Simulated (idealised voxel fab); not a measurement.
You're looking at the process module voxel transistor to metal.
Square cell edge 5 nm, section width 165 nm, ID cut.
A cross-section in this document is a grid of square cells, and it is written down as bands, the top band listed before the ones below it; a band is made up of one or more rows of cells. Band: top height; bottom height; in nm. Then, left to right: material with width in nm, for each material. "full width": a single material spanning edge to edge. "air": empty space. All heights in this document are referenced to 0, defined as the level beneath which the wafer, as received, consists entirely of one material. The lowest band is not bounded below; it extends indefinitely downward and is written in the form "from 0 down". So if you see something like "30 to 40" for the width, read it as the top row of the band sitting at the first number and the bottom row at the second, with every row in between moving by the same amount as the last. A step reported as "same as before" is a step in which no cell of the cross-section changed. Voids not open to the top, 8 cells minimum: see "Cavities, closed". Written width x height at distance; distance is from the left edge; nm. Post-settings text on a step line: simulator's own remark regarding the step. overlay nm: how far to the right of its planned place the mask lay on this masked step (negative: to the left).

Intended process steps:
- 1: RECEIVE | material Si
- 2: OXIDIZE | depth nm 5
- 3: CONFORMAL_DEP | material SiN | thk nm 10
- 4: MASKED_ETCH | tone cover | mask id ACTIVE | width nm 105 | etch materials SiN | depth nm 10 | overlay nm 0
- 5: MASKED_ETCH | tone cover | mask id ACTIVE | width nm 105 | etch materials SiO2 | depth nm 5 | overlay nm 0
- 6: MASKED_ETCH | tone cover | mask id ACTIVE | width nm 105 | etch materials Si | depth nm 35 | overlay nm 0
- 7: FILL_DEP | material SiO2 | thk nm 10
- 8: CMP | height nm 10
- 9: SELECTIVE_ETCH | etch materials SiO2 | depth nm 5
- 10: STRIP | etch materials SiN
- 11: SELECTIVE_ETCH | etch materials SiO2 | depth nm 5
- 12: OXIDIZE | depth nm 5
- 13: DIRECTIONAL_DEP | material polySi | thk nm 20
- 14: DIRECTIONAL_DEP | material SiCN | thk nm 5
- 15: PATTERN | tone cover | mask id GATE | material resist | width nm 25 | thk nm 20 | overlay nm 0
- 16: DIRECTIONAL_ETCH | etch materials SiCN | depth nm 20
- 17: DIRECTIONAL_ETCH | etch materials polySi | depth nm 30
- 18: STRIP | etch materials resist
- 19: CONFORMAL_DEP | material SiN | thk nm 10
- 20: DIRECTIONAL_ETCH | etch materials SiN | depth nm 10
- 21: DIRECTIONAL_ETCH | etch materials SiO2 | depth nm 5
- 22: DIRECTIONAL_ETCH | etch materials Si | depth nm 5
- 23: EPI | material nSi | thk nm 10
- 24: FILL_DEP | material SiO2 | thk nm 5
- 25: CMP | height nm 25
- 26: DIRECTIONAL_DEP | material SiO2 | thk nm 15
- 27: MASKED_ETCH | tone open | mask id CONTACT | width nm 30 | pitch nm 65 | etch materials SiO2 | depth nm 45 | overlay nm 0
- 28: CONFORMAL_DEP | material TiN | thk nm 5
- 29: FILL_DEP | material Ru | thk nm 5
- 30: CMP | height nm 40
- 31: DIRECTIONAL_DEP | material TiN | thk nm 5
- 32: DIRECTIONAL_DEP | material W | thk nm 15
- 33: DIRECTIONAL_DEP | material aC | thk nm 15
- 34: PATTERN | tone cover | mask id METAL_1 | material resist | width nm 20 | pitch nm 75 | thk nm 30 | overlay nm 0
- 35: DIRECTIONAL_ETCH | etch materials aC | depth nm 15
- 36: STRIP | etch materials resist
- 37: DIRECTIONAL_ETCH | etch materials W | depth nm 15
- 38: DIRECTIONAL_ETCH | etch materials TiN | depth nm 5
- 39: STRIP | etch materials aC
- 40: FILL_DEP | material lowk | thk nm 5
- 41: CMP | height nm 60
- 42: CONFORMAL_DEP | material SiCN | thk nm 5
- 43: DIRECTIONAL_DEP | material SiO2 | thk nm 30
- 44: MASKED_ETCH | tone open | mask id METAL_2 | width nm 20 | pitch nm 75 | etch materials SiO2 | depth nm 15 | overlay nm 0
- 45: MASKED_ETCH | tone open | mask id METAL_2_HOLES | width nm 15 | pitch nm 75 | etch materials SiO2 | depth nm 15 | overlay nm 0
- 46: MASKED_ETCH | tone open | mask id METAL_2_HOLES | width nm 15 | pitch nm 75 | etch materials SiCN | depth nm 5 | overlay nm 0
- 47: CONFORMAL_DEP | material TiN | thk nm 5
- 48: FILL_DEP | material Cu | thk nm 5
- 49: CMP | height nm 95
- 50: CONFORMAL_DEP | material SiN | thk nm 5
Keep in mind the plan's value for the thk nm of step 14 comes from the first wafer; the wafers don't share that setting, but they do share the same starting point.

Cross-section of the first incoming wafer of several, state after step 1:
> from 0 down | Si full width
> Cavities, closed: none

Wafer rows, end of module: cells per material gained (+) or lost (-) since receipt; closed voids last:
thk nm 5; +16 Cu; +48 Ru; -148 Si; +32 SiCN; +57 SiN; +401 SiO2; +82 TiN; +24 W; +100 lowk; +28 nSi; +20 polySi; Cavities, closed: none
thk nm 10; +16 Cu; +46 Ru; -148 Si; +37 SiCN; +61 SiN; +394 SiO2; +82 TiN; +24 W; +100 lowk; +28 nSi; +20 polySi; Cavities, closed: none
thk nm 15; +16 Cu; +46 Ru; -148 Si; +37 SiCN; +61 SiN; +394 SiO2; +82 TiN; +24 W; +100 lowk; +28 nSi; +20 polySi; Cavities, closed: none
thk nm 20; +16 Cu; +46 Ru; -148 Si; +37 SiCN; +61 SiN; +394 SiO2; +82 TiN; +24 W; +100 lowk; +28 nSi; +20 polySi; Cavities, closed: none
thk nm 25; +16 Cu; +22 Ru; -138 Si; +65 SiCN; +41 SiN; +334 SiO2; +64 TiN; +24 W; +100 lowk; +132 polySi; Cavities, closed: none
